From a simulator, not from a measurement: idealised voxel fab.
The document below concerns the process module designated voxel fin reveal.
The figure presents cross-section cut, which has a width of 285 nm and is divided into square cells with an edge length of 5 nm.
If you're reading a cross-section in this doc, picture square cells in a grid; it comes to you as bands, top ones listed first down to the bottom, and a band can be one or more rows of cells.
Top height, bottom height, nm. Materials left to right, width each, nm. Single material + "edge to edge" = fills band edge to edge. "empty" = empty.
Counting heights begins at 0, where everything beneath is, in the wafer as received, one material. The lowest band has no bottom; it goes on downwards, as "0 down" shows.
A width such as "30 to 40" changes by the same amount from each row of cells to the next, from the band's top row to its bottom row.
You'll sometimes find "no modification" written for a step, and that's the way of saying that nowhere in the cross-section did a cell change during that step.
The entry "Closed internal cavities" lists the empty spaces that cover at least 8 cells and have no open path to the top. Each is written as width x height at distance, where the distance is measured from the left edge and all three values are in nm.
after a step's settings: what the simulator itself notes on the step
If you see "overlay nm" on a step's line and that step has a mask, it's telling you how far right of where it was planned the mask ended up; a negative number means it went left instead.
-- Planned process steps
1. RECEIVE (material Si)
2. CONFORMAL_DEP (material SiN; thk nm 10)
3. DIRECTIONAL_DEP (material aC; thk nm 15)
4. PATTERN (tone cover; mask id FINS; material resist; width nm 15; pitch nm 45; thk nm 35; overlay nm 0)
5. DIRECTIONAL_ETCH (etch materials aC; depth nm 15)
6. STRIP (etch materials resist)
7. DIRECTIONAL_ETCH (etch materials SiN; depth nm 10)
8. DIRECTIONAL_ETCH (etch materials Si; depth nm 35)
9. STRIP (etch materials aC)
10. FILL_DEP (material SiO2; thk nm 10)
11. CMP (height nm 10)
12. SELECTIVE_ETCH (etch materials SiO2; depth nm 35)
13. STRIP (etch materials SiN)
14. CONFORMAL_DEP (material HfO2; thk nm 5)
-- Below: the first of two wafers, run as planned
-- Cross-section of the wafer upon arrival, representing the state reached after step 1
    0 down = Si edge to edge
    Closed internal cavities: none
-- State of the wafer after step 2, shown in cross-section
    10 to 0 = SiN edge to edge
    Heights below 0 show no change.
-- State of the wafer after step 3, shown in cross-section
    25 to 10 = aC edge to edge
    Heights below 10 show no change.
-- State of the wafer after step 4, shown in cross-section
    60 to 25 = empty (90), then resist (15), then empty (30), then resist (15), then empty (30), then resist (15), then empty (90)
    Heights below 25 show no change.
-- State of the wafer after step 5, shown in cross-section
    45 to 25 = empty (90), then resist (15), then empty (30), then resist (15), then empty (30), then resist (15), then empty (90)
    25 to 10 = empty (90), then aC (15), then empty (30), then aC (15), then empty (30), then aC (15), then empty (90)
    Heights below 10 show no change.
-- State of the wafer after step 6, shown in cross-section
    25 to 10 = empty (90), then aC (15), then empty (30), then aC (15), then empty (30), then aC (15), then empty (90)
    Heights below 10 show no change.
-- State of the wafer after step 7, shown in cross-section
    25 to 10 = empty (90), then aC (15), then empty (30), then aC (15), then empty (30), then aC (15), then empty (90)
    10 to 0 = empty (90), then SiN (15), then empty (30), then SiN (15), then empty (30), then SiN (15), then empty (90)
    Heights below 0 show no change.
-- State of the wafer after step 8, shown in cross-section
    25 to 10 = empty (90), then aC (15), then empty (30), then aC (15), then empty (30), then aC (15), then empty (90)
    10 to 0 = empty (90), then SiN (15), then empty (30), then SiN (15), then empty (30), then SiN (15), then empty (90)
    0 to -35 = empty (90), then Si (15), then empty (30), then Si (15), then empty (30), then Si (15), then empty (90)
    Heights below -35 show no change.
-- State of the wafer after step 9, shown in cross-section
    10 to 0 = empty (90), then SiN (15), then empty (30), then SiN (15), then empty (30), then SiN (15), then empty (90)
    Heights below 0 show no change.
-- State of the wafer after step 10, shown in cross-section
    20 to 10 = SiO2 edge to edge
    10 to 0 = SiO2 (90), then SiN (15), then SiO2 (30), then SiN (15), then SiO2 (30), then SiN (15), then SiO2 (90)
    0 to -35 = SiO2 (90), then Si (15), then SiO2 (30), then Si (15), then SiO2 (30), then Si (15), then SiO2 (90)
    Heights below -35 show no change.
-- State of the wafer after step 11, shown in cross-section
    10 to 0 = SiO2 (90), then SiN (15), then SiO2 (30), then SiN (15), then SiO2 (30), then SiN (15), then SiO2 (90)
    Heights below 0 show no change.
-- State of the wafer after step 12, shown in cross-section
    10 to 0 = empty (90), then SiN (15), then empty (30), then SiN (15), then empty (30), then SiN (15), then empty (90)
    0 to -25 = empty (90), then Si (15), then empty (30), then Si (15), then empty (30), then Si (15), then empty (90)
    Heights below -25 show no change.
-- State of the wafer after step 13, shown in cross-section
    0 to -25 = empty (90), then Si (15), then empty (30), then Si (15), then empty (30), then Si (15), then empty (90)
    Heights below -25 show no change.
-- State of the wafer after step 14, shown in cross-section
    5 to 0 = empty (85), then HfO2 (25), then empty (20), then HfO2 (25), then empty (20), then HfO2 (25), then empty (85)
    0 to -20 = empty (85), then HfO2 (5), then Si (15), then HfO2 (5), then empty (20), then HfO2 (5), then Si (15), then HfO2 (5), then empty (20), then HfO2 (5), then Si (15), then HfO2 (5), then empty (85)
    -20 to -25 = HfO2 (90), then Si (15), then HfO2 (30), then Si (15), then HfO2 (30), then Si (15), then HfO2 (90)
    Heights below -25 show no change.
-- Wafer two: like wafer one in start and plan, but with one mistake in execution; identical up to and including step 7
-- The second wafer in cross-section, at the planned close of step 8
    25 to 10 = empty (90), then aC (15), then empty (30), then aC (15), then empty (30), then aC (15), then empty (90)
    10 to 0 = empty (90), then SiN (15), then empty (30), then SiN (15), then empty (30), then SiN (15), then empty (90)
    0 to -30 = empty (90), then Si (15), then empty (30), then Si (15), then empty (30), then Si (15), then empty (90)
    Heights below -30 show no change.
-- The second wafer in cross-section, at the planned close of step 9
    10 to 0 = empty (90), then SiN (15), then empty (30), then SiN (15), then empty (30), then SiN (15), then empty (90)
    Heights below 0 show no change.
-- The second wafer in cross-section, at the planned close of step 10
    20 to 10 = SiO2 edge to edge
    10 to 0 = SiO2 (90), then SiN (15), then SiO2 (30), then SiN (15), then SiO2 (30), then SiN (15), then SiO2 (90)
    0 to -30 = SiO2 (90), then Si (15), then SiO2 (30), then Si (15), then SiO2 (30), then Si (15), then SiO2 (90)
    Heights below -30 show no change.
-- The second wafer in cross-section, at the planned close of step 11
    10 to 0 = SiO2 (90), then SiN (15), then SiO2 (30), then SiN (15), then SiO2 (30), then SiN (15), then SiO2 (90)
    Heights below 0 show no change.
-- The second wafer in cross-section, at the planned close of step 12
    10 to 0 = empty (90), then SiN (15), then empty (30), then SiN (15), then empty (30), then SiN (15), then empty (90)
    0 to -25 = empty (90), then Si (15), then empty (30), then Si (15), then empty (30), then Si (15), then empty (90)
    Heights below -25 show no change.
-- The second wafer in cross-section, at the planned close of step 13
    0 to -25 = empty (90), then Si (15), then empty (30), then Si (15), then empty (30), then Si (15), then empty (90)
    Heights below -25 show no change.
-- The second wafer in cross-section, at the planned close of step 14
    5 to 0 = empty (85), then HfO2 (25), then empty (20), then HfO2 (25), then empty (20), then HfO2 (25), then empty (85)
    0 to -20 = empty (85), then HfO2 (5), then Si (15), then HfO2 (5), then empty (20), then HfO2 (5), then Si (15), then HfO2 (5), then empty (20), then HfO2 (5), then Si (15), then HfO2 (5), then empty (85)
    -20 to -25 = HfO2 (90), then Si (15), then HfO2 (30), then Si (15), then HfO2 (30), then Si (15), then HfO2 (90)
    Heights below -25 show no change.
The mistake made against the process plan was this: step 8 ran differently from the plan; actual operation with settings: DIRECTIONAL_ETCH (etch materials Si; depth nm 30)
at the end the second wafer has, in cells: Si: 48 more, SiO2: 48 fewer
